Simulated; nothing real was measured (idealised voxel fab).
The process module presented herein is designated voxel tone inversion.
It is cross-section cut that appears here, measuring 260 nm in width, its square cells being 5 nm in size.
A cross-section is a grid of square cells, given in bands from the top down. A band is one or more rows of cells.
Heads up on the band format: heights come first, top then bottom, in nm. After that it's the materials left to right, each with its width in nm. A single material flagged "edge to edge" fills the whole band edge to edge, and "air" means there's empty space there.
Height reference: 0 = level under which incoming wafer is all one material. Lowest band: no bottom, runs on downward, e.g. "0 nm and below".
When a width is written as two numbers, as in "30->40", the first number is the width in the top row of cells of the band and the second is the width in its bottom row, and the width changes by the same amount from each row to the next.
A step reported as "no modification" is a step in which no cell of the cross-section changed.
"Voids lacking openings": empty spaces of 8 cells or more with no open way to the top, each given as width x height at distance, distance from the left edge, all in nm.
On a step's line, text after the settings is the simulator commenting on that step.
overlay nm: right-of-plan distance of the mask on a masked step; negative values mean left-of-plan.
Every pair from here on: before one process step, after it. The after cross-section reaches only to the lowest band that changed. Below the pair: the step in between and its settings. Pairs can belong to different runs of this module on the same starting wafer; a pair carries on from the pair above only if the entry headed "Prior state" says so.
Prior state:
  0 nm and below  Si edge to edge
  Voids lacking openings: none
After the Step:
  10 nm to 0 nm  SiCN edge to edge
  Rest of section, below 0: as before.
  Voids lacking openings: none
What is the step between the two cross-sections above? CONFORMAL_DEP | material SiCN | thk nm 10
Prior state: no separate figure, the pair right above already shows it after its step.
After the Step:
  35 nm to 10 nm  polySi edge to edge
  Rest of section, below 10: as before.
  Voids lacking openings: none
What is the step between the two cross-sections above? DIRECTIONAL_DEP | material polySi | thk nm 25
Prior state: no separate figure, the pair right above already shows it after its step.
After the Step:
  65 nm to 35 nm  50 of air, then 20 of resist, then 25 of air, then 20 of resist, then 25 of air, then 20 of resist, then 25 of air, then 20 of resist, then 55 of air
  Rest of section, below 35: as before.
  Voids lacking openings: none
What is the step between the two cross-sections above? PATTERN | tone cover | mask id POSTS | material resist | width nm 20 | pitch nm 45 | thk nm 30 | overlay nm 0
Prior state: no separate figure, the pair right above already shows it after its step.
After the Step:
  65 nm to 35 nm  50 of air, then 20 of resist, then 25 of air, then 20 of resist, then 25 of air, then 20 of resist, then 25 of air, then 20 of resist, then 55 of air
  35 nm to 10 nm  50 of air, then 20 of polySi, then 25 of air, then 20 of polySi, then 25 of air, then 20 of polySi, then 25 of air, then 20 of polySi, then 55 of air
  Rest of section, below 10: as before.
  Voids lacking openings: none
What is the step between the two cross-sections above? DIRECTIONAL_ETCH | etch materials polySi | depth nm 25
Prior state: no separate figure, the pair right above already shows it after its step.
After the Step:
  35 nm to 10 nm  50 of air, then 20 of polySi, then 25 of air, then 20 of polySi, then 25 of air, then 20 of polySi, then 25 of air, then 20 of polySi, then 55 of air
  Rest of section, below 10: as before.
  Voids lacking openings: none
What is the step between the two cross-sections above? STRIP | etch materials resist
Prior state: no separate figure, the pair right above already shows it after its step.
After the Step:
  45 nm to 35 nm  lowk edge to edge
  35 nm to 10 nm  50 of lowk, then 20 of polySi, then 25 of lowk, then 20 of polySi, then 25 of lowk, then 20 of polySi, then 25 of lowk, then 20 of polySi, then 55 of lowk
  Rest of section, below 10: as before.
  Voids lacking openings: none
What is the step between the two cross-sections above? FILL_DEP | material lowk | thk nm 10
Prior state: no separate figure, the pair right above already shows it after its step.
After the Step:
  35 nm to 10 nm  50 of lowk, then 20 of polySi, then 25 of lowk, then 20 of polySi, then 25 of lowk, then 20 of polySi, then 25 of lowk, then 20 of polySi, then 55 of lowk
  Rest of section, below 10: as before.
  Voids lacking openings: none
What is the step between the two cross-sections above? CMP | height nm 35
Prior state: no separate figure, the pair right above already shows it after its step.
After the Step:
  35 nm to 10 nm  50 of lowk, then 20 of air, then 25 of lowk, then 20 of air, then 25 of lowk, then 20 of air, then 25 of lowk, then 20 of air, then 55 of lowk
  Rest of section, below 10: as before.
  Voids lacking openings: none
What is the step between the two cross-sections above? STRIP | etch materials polySi
Prior state:
  0 nm and below  Si edge to edge
  Voids lacking openings: none
After the Step:
  25 nm to 0 nm  polySi edge to edge
  Rest of section, below 0: as before.
  Voids lacking openings: none
What is the step between the two cross-sections above? DIRECTIONAL_DEP | material polySi | thk nm 25
Prior state: no separate figure, the pair right above already shows it after its step.
After the Step:
  55 nm to 25 nm  50 of air, then 20 of resist, then 25 of air, then 20 of resist, then 25 of air, then 20 of resist, then 25 of air, then 20 of resist, then 55 of air
  Rest of section, below 25: as before.
  Voids lacking openings: none
What is the step between the two cross-sections above? PATTERN | tone cover | mask id POSTS | material resist | width nm 20 | pitch nm 45 | thk nm 30 | overlay nm 0
Prior state: no separate figure, the pair right above already shows it after its step.
After the Step:
  55 nm to 25 nm  50 of air, then 20 of resist, then 25 of air, then 20 of resist, then 25 of air, then 20 of resist, then 25 of air, then 20 of resist, then 55 of air
  25 nm to 0 nm  50 of air, then 20 of polySi, then 25 of air, then 20 of polySi, then 25 of air, then 20 of polySi, then 25 of air, then 20 of polySi, then 55 of air
  Rest of section, below 0: as before.
  Voids lacking openings: none
What is the step between the two cross-sections above? DIRECTIONAL_ETCH | etch materials polySi | depth nm 25
Prior state: no separate figure, the pair right above already shows it after its step.
After the Step:
  25 nm to 0 nm  50 of air, then 20 of polySi, then 25 of air, then 20 of polySi, then 25 of air, then 20 of polySi, then 25 of air, then 20 of polySi, then 55 of air
  Rest of section, below 0: as before.
  Voids lacking openings: none
What is the step between the two cross-sections above? STRIP | etch materials resist
Prior state: no separate figure, the pair right above already shows it after its step.
After the Step:
  35 nm to 25 nm  lowk edge to edge
  25 nm to 0 nm  50 of lowk, then 20 of polySi, then 25 of lowk, then 20 of polySi, then 25 of lowk, then 20 of polySi, then 25 of lowk, then 20 of polySi, then 55 of lowk
  Rest of section, below 0: as before.
  Voids lacking openings: none
What is the step between the two cross-sections above? FILL_DEP | material lowk | thk nm 10
Prior state:
  25 nm to 0 nm  polySi edge to edge
  0 nm and below  Si edge to edge
  Voids lacking openings: none
After the Step:
  35 nm to 25 nm  SiCN edge to edge
  Rest of section, below 25: as before.
  Voids lacking openings: none
What is the step between the two cross-sections above? CONFORMAL_DEP | material SiCN | thk nm 10
Prior state: no separate figure, the pair right above already shows it after its step.
After the Step:
  65 nm to 35 nm  50 of air, then 20 of resist, then 25 of air, then 20 of resist, then 25 of air, then 20 of resist, then 25 of air, then 20 of resist, then 55 of air
  Rest of section, below 35: as before.
  Voids lacking openings: none
What is the step between the two cross-sections above? PATTERN | tone cover | mask id POSTS | material resist | width nm 20 | pitch nm 45 | thk nm 30 | overlay nm 0
Prior state: no separate figure, the pair right above already shows it after its step.
After the Step:
  35 nm to 25 nm  SiCN edge to edge
  Rest of section, below 25: as before.
  Voids lacking openings: none
What is the step between the two cross-sections above? STRIP | etch materials resist
Prior state: no separate figure, the pair right above already shows it after its step.
After the Step:
  45 nm to 35 nm  lowk edge to edge
  Rest of section, below 35: as before.
  Voids lacking openings: none
What is the step between the two cross-sections above? FILL_DEP | material lowk | thk nm 10
Prior state: no separate figure, the pair right above already shows it after its step.
After the Step:
  35 nm to 25 nm  SiCN edge to edge
  Rest of section, below 25: as before.
  Voids lacking openings: none
What is the step between the two cross-sections above? CMP | height nm 35
Prior state:
  0 nm and below  Si edge to edge
  Voids lacking openings: none
After the Step:
  15 nm to 0 nm  SiCN edge to edge
  Rest of section, below 0: as before.
  Voids lacking openings: none
What is the step between the two cross-sections above? CONFORMAL_DEP | material SiCN | thk nm 15
Prior state: no separate figure, the pair right above already shows it after its step.
After the Step:
  40 nm to 15 nm  polySi edge to edge
  Rest of section, below 15: as before.
  Voids lacking openings: none
What is the step between the two cross-sections above? DIRECTIONAL_DEP | material polySi | thk nm 25
Prior state: no separate figure, the pair right above already shows it after its step.
After the Step:
  70 nm to 40 nm  50 of air, then 20 of resist, then 25 of air, then 20 of resist, then 25 of air, then 20 of resist, then 25 of air, then 20 of resist, then 55 of air
  Rest of section, below 40: as before.
  Voids lacking openings: none
What is the step between the two cross-sections above? PATTERN | tone cover | mask id POSTS | material resist | width nm 20 | pitch nm 45 | thk nm 30 | overlay nm 0
Prior state: no separate figure, the pair right above already shows it after its step.
After the Step:
  70 nm to 40 nm  50 of air, then 20 of resist, then 25 of air, then 20 of resist, then 25 of air, then 20 of resist, then 25 of air, then 20 of resist, then 55 of air
  40 nm to 15 nm  50 of air, then 20 of polySi, then 25 of air, then 20 of polySi, then 25 of air, then 20 of polySi, then 25 of air, then 20 of polySi, then 55 of air
  Rest of section, below 15: as before.
  Voids lacking openings: none
What is the step between the two cross-sections above? DIRECTIONAL_ETCH | etch materials polySi | depth nm 25
Prior state: no separate figure, the pair right above already shows it after its step.
After the Step:
  40 nm to 15 nm  50 of air, then 20 of polySi, then 25 of air, then 20 of polySi, then 25 of air, then 20 of polySi, then 25 of air, then 20 of polySi, then 55 of air
  Rest of section, below 15: as before.
  Voids lacking openings: none
What is the step between the two cross-sections above? STRIP | etch materials resist
Prior state: no separate figure, the pair right above already shows it after its step.
After the Step:
  50 nm to 40 nm  lowk edge to edge
  40 nm to 15 nm  50 of lowk, then 20 of polySi, then 25 of lowk, then 20 of polySi, then 25 of lowk, then 20 of polySi, then 25 of lowk, then 20 of polySi, then 55 of lowk
  Rest of section, below 15: as before.
  Voids lacking openings: none
What is the step between the two cross-sections above? FILL_DEP | material lowk | thk nm 10
Prior state: no separate figure, the pair right above already shows it after its step.
After the Step:
  35 nm to 15 nm  50 of lowk, then 20 of polySi, then 25 of lowk, then 20 of polySi, then 25 of lowk, then 20 of polySi, then 25 of lowk, then 20 of polySi, then 55 of lowk
  Rest of section, below 15: as before.
  Voids lacking openings: none
What is the step between the two cross-sections above? CMP | height nm 35
Prior state: no separate figure, the pair right above already shows it after its step.
After the Step:
  35 nm to 15 nm  50 of lowk, then 20 of air, then 25 of lowk, then 20 of air, then 25 of lowk, then 20 of air, then 25 of lowk, then 20 of air, then 55 of lowk
  Rest of section, below 15: as before.
  Voids lacking openings: none
What is the step between the two cross-sections above? STRIP | etch materials polySi
Prior state:
  35 nm to 10 nm  polySi edge to edge
  10 nm to 0 nm  SiCN edge to edge
  0 nm and below  Si edge to edge
  Voids lacking openings: none
After the Step:
  65 nm to 35 nm  45 of air, then 30 of resist, then 15 of air, then 30 of resist, then 15 of air, then 30 of resist, then 15 of air, then 30 of resist, then 50 of air
  Rest of section, below 35: as before.
  Voids lacking openings: none
What is the step between the two cross-sections above? PATTERN | tone cover | mask id POSTS | material resist | width nm 30 | pitch nm 45 | thk nm 30 | overlay nm 0
Prior state: no separate figure, the pair right above already shows it after its step.
After the Step:
  65 nm to 35 nm  45 of air, then 30 of resist, then 15 of air, then 30 of resist, then 15 of air, then 30 of resist, then 15 of air, then 30 of resist, then 50 of air
  35 nm to 10 nm  45 of air, then 30 of polySi, then 15 of air, then 30 of polySi, then 15 of air, then 30 of polySi, then 15 of air, then 30 of polySi, then 50 of air
  Rest of section, below 10: as before.
  Voids lacking openings: none
What is the step between the two cross-sections above? DIRECTIONAL_ETCH | etch materials polySi | depth nm 25
Prior state: no separate figure, the pair right above already shows it after its step.
After the Step:
  35 nm to 10 nm  45 of air, then 30 of polySi, then 15 of air, then 30 of polySi, then 15 of air, then 30 of polySi, then 15 of air, then 30 of polySi, then 50 of air
  Rest of section, below 10: as before.
  Voids lacking openings: none
What is the step between the two cross-sections above? STRIP | etch materials resist
Prior state: no separate figure, the pair right above already shows it after its step.
After the Step:
  45 nm to 35 nm  lowk edge to edge
  35 nm to 10 nm  45 of lowk, then 30 of polySi, then 15 of lowk, then 30 of polySi, then 15 of lowk, then 30 of polySi, then 15 of lowk, then 30 of polySi, then 50 of lowk
  Rest of section, below 10: as before.
  Voids lacking openings: none
What is the step between the two cross-sections above? FILL_DEP | material lowk | thk nm 10
Prior state: no separate figure, the pair right above already shows it after its step.
After the Step:
  35 nm to 10 nm  45 of lowk, then 30 of polySi, then 15 of lowk, then 30 of polySi, then 15 of lowk, then 30 of polySi, then 15 of lowk, then 30 of polySi, then 50 of lowk
  Rest of section, below 10: as before.
  Voids lacking openings: none
What is the step between the two cross-sections above? CMP | height nm 35
Prior state: no separate figure, the pair right above already shows it after its step.
After the Step:
  35 nm to 10 nm  45 of lowk, then 30 of air, then 15 of lowk, then 30 of air, then 15 of lowk, then 30 of air, then 15 of lowk, then 30 of air, then 50 of lowk
  Rest of section, below 10: as before.
  Voids lacking openings: none
What is the step between the two cross-sections above? STRIP | etch materials polySi
Prior state:
  35 nm to 10 nm  polySi edge to edge
  10 nm to 0 nm  SiCN edge to edge
  0 nm and below  Si edge to edge
  Voids lacking openings: none
After the Step:
  65 nm to 35 nm  45 of air, then 20 of resist, then 25 of air, then 20 of resist, then 25 of air, then 20 of resist, then 25 of air, then 20 of resist, then 60 of air
  Rest of section, below 35: as before.
  Voids lacking openings: none
What is the step between the two cross-sections above? PATTERN | tone cover | mask id POSTS | material resist | width nm 20 | pitch nm 45 | thk nm 30 | overlay nm -5
Prior state: no separate figure, the pair right above already shows it after its step.
After the Step:
  65 nm to 35 nm  45 of air, then 20 of resist, then 25 of air, then 20 of resist, then 25 of air, then 20 of resist, then 25 of air, then 20 of resist, then 60 of air
  35 nm to 10 nm  45 of air, then 20 of polySi, then 25 of air, then 20 of polySi, then 25 of air, then 20 of polySi, then 25 of air, then 20 of polySi, then 60 of air
  Rest of section, below 10: as before.
  Voids lacking openings: none
What is the step between the two cross-sections above? DIRECTIONAL_ETCH | etch materials polySi | depth nm 25
Prior state: no separate figure, the pair right above already shows it after its step.
After the Step:
  35 nm to 10 nm  45 of air, then 20 of polySi, then 25 of air, then 20 of polySi, then 25 of air, then 20 of polySi, then 25 of air, then 20 of polySi, then 60 of air
  Rest of section, below 10: as before.
  Voids lacking openings: none
What is the step between the two cross-sections above? STRIP | etch materials resist
Prior state: no separate figure, the pair right above already shows it after its step.
After the Step:
  45 nm to 35 nm  lowk edge to edge
  35 nm to 10 nm  45 of lowk, then 20 of polySi, then 25 of lowk, then 20 of polySi, then 25 of lowk, then 20 of polySi, then 25 of lowk, then 20 of polySi, then 60 of lowk
  Rest of section, below 10: as before.
  Voids lacking openings: none
What is the step between the two cross-sections above? FILL_DEP | material lowk | thk nm 10
Prior state: no separate figure, the pair right above already shows it after its step.
After the Step:
  35 nm to 10 nm  45 of lowk, then 20 of polySi, then 25 of lowk, then 20 of polySi, then 25 of lowk, then 20 of polySi, then 25 of lowk, then 20 of polySi, then 60 of lowk
  Rest of section, below 10: as before.
  Voids lacking openings: none
What is the step between the two cross-sections above? CMP | height nm 35
Prior state: no separate figure, the pair right above already shows it after its step.
After the Step:
  35 nm to 10 nm  45 of lowk, then 20 of air, then 25 of lowk, then 20 of air, then 25 of lowk, then 20 of air, then 25 of lowk, then 20 of air, then 60 of lowk
  Rest of section, below 10: as before.
  Voids lacking openings: none
What is the step between the two cross-sections above? STRIP | etch materials polySi
Prior state:
  35 nm to 10 nm  50 of air, then 20 of polySi, then 25 of air, then 20 of polySi, then 25 of air, then 20 of polySi, then 25 of air, then 20 of polySi, then 55 of air
  10 nm to 0 nm  SiCN edge to edge
  0 nm and below  Si edge to edge
  Voids lacking openings: none
After the Step:
  45 nm to 35 nm  SiCN edge to edge
  35 nm to 10 nm  50 of SiCN, then 20 of polySi, then 25 of SiCN, then 20 of polySi, then 25 of SiCN, then 20 of polySi, then 25 of SiCN, then 20 of polySi, then 55 of SiCN
  Rest of section, below 10: as before.
  Voids lacking openings: none
What is the step between the two cross-sections above? FILL_DEP | material SiCN | thk nm 10
Prior state: no separate figure, the pair right above already shows it after its step.
After the Step:
  35 nm to 10 nm  50 of SiCN, then 20 of polySi, then 25 of SiCN, then 20 of polySi, then 25 of SiCN, then 20 of polySi, then 25 of SiCN, then 20 of polySi, then 55 of SiCN
  Rest of section, below 10: as before.
  Voids lacking openings: none
What is the step between the two cross-sections above? CMP | height nm 35
Prior state: no separate figure, the pair right above already shows it after its step.
After the Step:
  35 nm to 10 nm  50 of SiCN, then 20 of air, then 25 of SiCN, then 20 of air, then 25 of SiCN, then 20 of air, then 25 of SiCN, then 20 of air, then 55 of SiCN
  Rest of section, below 10: as before.
  Voids lacking openings: none
What is the step between the two cross-sections above? STRIP | etch materials polySi
Prior state:
  35 nm to 10 nm  polySi edge to edge
  10 nm to 0 nm  SiCN edge to edge
  0 nm and below  Si edge to edge
  Voids lacking openings: none
After the Step:
  65 nm to 35 nm  50 of resist, then 20 of air, then 25 of resist, then 20 of air, then 25 of resist, then 20 of air, then 25 of resist, then 20 of air, then 55 of resist
  Rest of section, below 35: as before.
  Voids lacking openings: none
What is the step between the two cross-sections above? PATTERN | tone open | mask id POSTS | material resist | width nm 20 | pitch nm 45 | thk nm 30 | overlay nm 0
Prior state: no separate figure, the pair right above already shows it after its step.
After the Step:
  65 nm to 35 nm  50 of resist, then 20 of air, then 25 of resist, then 20 of air, then 25 of resist, then 20 of air, then 25 of resist, then 20 of air, then 55 of resist
  35 nm to 10 nm  50 of polySi, then 20 of air, then 25 of polySi, then 20 of air, then 25 of polySi, then 20 of air, then 25 of polySi, then 20 of air, then 55 of polySi
  Rest of section, below 10: as before.
  Voids lacking openings: none
What is the step between the two cross-sections above? DIRECTIONAL_ETCH | etch materials polySi | depth nm 25
Prior state: no separate figure, the pair right above already shows it after its step.
After the Step:
  35 nm to 10 nm  50 of polySi, then 20 of air, then 25 of polySi, then 20 of air, then 25 of polySi, then 20 of air, then 25 of polySi, then 20 of air, then 55 of polySi
  Rest of section, below 10: as before.
  Voids lacking openings: none
What is the step between the two cross-sections above? STRIP | etch materials resist
Prior state: no separate figure, the pair right above already shows it after its step.
After the Step:
  45 nm to 35 nm  lowk edge to edge
  35 nm to 10 nm  50 of polySi, then 20 of lowk, then 25 of polySi, then 20 of lowk, then 25 of polySi, then 20 of lowk, then 25 of polySi, then 20 of lowk, then 55 of polySi
  Rest of section, below 10: as before.
  Voids lacking openings: none
What is the step between the two cross-sections above? FILL_DEP | material lowk | thk nm 10
Prior state: no separate figure, the pair right above already shows it after its step.
After the Step:
  35 nm to 10 nm  50 of polySi, then 20 of lowk, then 25 of polySi, then 20 of lowk, then 25 of polySi, then 20 of lowk, then 25 of polySi, then 20 of lowk, then 55 of polySi
  Rest of section, below 10: as before.
  Voids lacking openings: none
What is the step between the two cross-sections above? CMP | height nm 35
Prior state: no separate figure, the pair right above already shows it after its step.
After the Step:
  35 nm to 10 nm  50 of air, then 20 of lowk, then 25 of air, then 20 of lowk, then 25 of air, then 20 of lowk, then 25 of air, then 20 of lowk, then 55 of air
  Rest of section, below 10: as before.
  Voids lacking openings: none
What is the step between the two cross-sections above? STRIP | etch materials polySi
